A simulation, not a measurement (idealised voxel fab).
The following is a process module called voxel plated lines.
190 nm wide, 5 nm square cells: that's cross-section cut.
Reading order for cross-sections: top band down to bottom band. Underlying form: a grid of square cells. Band size: one or more rows of cells. The entry gives the band's vertical extent as a top height and a bottom height in nm, then its horizontal make-up as materials from left to right, each with a width in nm. "empty" stands for empty space; a single material marked "everywhere" fills the band edge to edge. Zero point of the height axis is 0; under it, received wafer = one material. Lowest band: continues down indefinitely, "0 down". Per-row width for "30->40": begins at first number (top row of band), ends at second number (bottom row), increment between rows held constant. For the purposes of this document, the phrase "all unchanged" attached to a step denotes that no cell within the cross-section was modified by that step. The entry titled "Closed voids list" provides the empty spaces that have no open way to the top, restricted to those of 8 cells or more. Each is presented as width x height at distance, the distance being measured from the left edge, with all three in nm. Text after the settings on a step's line: the simulator's own remark on that step. A step line may carry the setting "overlay nm", which, for steps involving a mask, states the distance by which the mask lay to the right of its intended position; negative values denote displacement to the left.

### Below is the list of planned process steps
1. RECEIVE [material Si]
2. CONFORMAL_DEP [material Al2O3] [thk nm 15]
3. DIRECTIONAL_DEP [material TiN] [thk nm 5]
4. PATTERN [tone open] [mask id LINES] [material resist] [width nm 20] [pitch nm 40] [thk nm 15] [overlay nm 0]
5. EPI [material Ru] [thk nm 10]
6. STRIP [etch materials resist]
7. DIRECTIONAL_ETCH [etch materials TiN] [depth nm 5]
8. CONFORMAL_DEP [material SiCN] [thk nm 5]

### As-received wafer cross-section (after step 1)
> 0 down: Si everywhere
> Closed voids list: none

### Post-module cross-section of the first of two wafers (run per plan)
> 35 to 30: empty=40, SiCN=30, empty=10, SiCN=30, empty=10, SiCN=30, empty=40
> 30 to 20: empty=40, SiCN=5, Ru=20, SiCN=5, empty=10, SiCN=5, Ru=20, SiCN=5, empty=10, SiCN=5, Ru=20, SiCN=5, empty=40
> 20 to 15: SiCN=45, TiN=20, SiCN=20, TiN=20, SiCN=20, TiN=20, SiCN=45
> 15 to 0: Al2O3 everywhere
> 0 down: Si everywhere
> Closed voids list: none

### Second wafer of the two, sectioned at the end of the module. It began like the first and followed the same plan, but one mistake was made while running it
> 35 to 30: empty=40, TiN=30, empty=10, TiN=30, empty=10, TiN=30, empty=40
> 30 to 20: empty=40, TiN=5, Ru=20, TiN=5, empty=10, TiN=5, Ru=20, TiN=5, empty=10, TiN=5, Ru=20, TiN=5, empty=40
> 20 to 15: TiN everywhere
> 15 to 0: Al2O3 everywhere
> 0 down: Si everywhere
> Closed voids list: none
Heads up, the wafer didn't run the way we planned it: the process deviated at step 8: the operation and settings actually run there were CONFORMAL_DEP [material TiN] [thk nm 5]
End check, counted in cells, second wafer has more or fewer of these materials than the first: 56 fewer of SiCN | 56 more of TiN
